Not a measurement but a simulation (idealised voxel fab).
process module | voxel ribs on slabs
cross-section cut | 185 nm wide | cells 5 nm
A cross-section is a grid of square cells, given in bands from the top down. A band is one or more rows of cells.
Each band's line starts with the height of the band's top and of its bottom, in nm. Then come its materials from left to right, each with its width in nm. One material with "throughout" fills the band from edge to edge. "air" is empty space.
Height 0 is the level under which the wafer as received is all one material. The lowest band goes on downwards, as in "0 down".
A width such as "30 to 40" changes by the same amount from each row of cells to the next, from the band's top row to its bottom row.
"no change" after a step means that no cell of the cross-section changed.
closed voids: empty space of 8 cells or more with no open way to the top, each as width x height at its distance from the left edge, in nm
after a step's settings: what the simulator itself notes on the step
overlay nm, on a step with a mask: how far to the right of its planned place the mask lay; to the left if negative
plan
1 op RECEIVE | material Si
2 op DIRECTIONAL_DEP | material SiO2 | thk nm 30
3 op DIRECTIONAL_DEP | material SiN | thk nm 20
4 op MASKED_ETCH | tone cover | mask id RIB | width nm 25 | etch materials SiN | depth nm 15 | overlay nm 0
5 op MASKED_ETCH | tone cover | mask id SLAB | width nm 75 | etch materials SiN | depth nm 5 | overlay nm 0
6 op FILL_DEP | material SiO2 | thk nm 25
7 op CMP | height nm 70
8 op DIRECTIONAL_DEP | material TiN | thk nm 5
9 op PATTERN | tone cover | mask id HEATER | material resist | width nm 35 | thk nm 20 | overlay nm 0
10 op DIRECTIONAL_ETCH | etch materials TiN | depth nm 5
11 op STRIP | etch materials resist
12 op CONFORMAL_DEP | material SiN | thk nm 5
as received, after step 1
  0 down: Si throughout
  closed voids: none
a wafer at the end: this start, this plan, one mistake
  80 to 70: SiN throughout
  70 to 50: SiO2 throughout
  50 to 35: SiO2 80 | SiN 25 | SiO2 80
  35 to 30: SiO2 55 | SiN 75 | SiO2 55
  30 to 0: SiO2 throughout
  0 down: Si throughout
  closed voids: none
what went wrong: step 8 ran as: op DIRECTIONAL_DEP | material SiN | thk nm 5
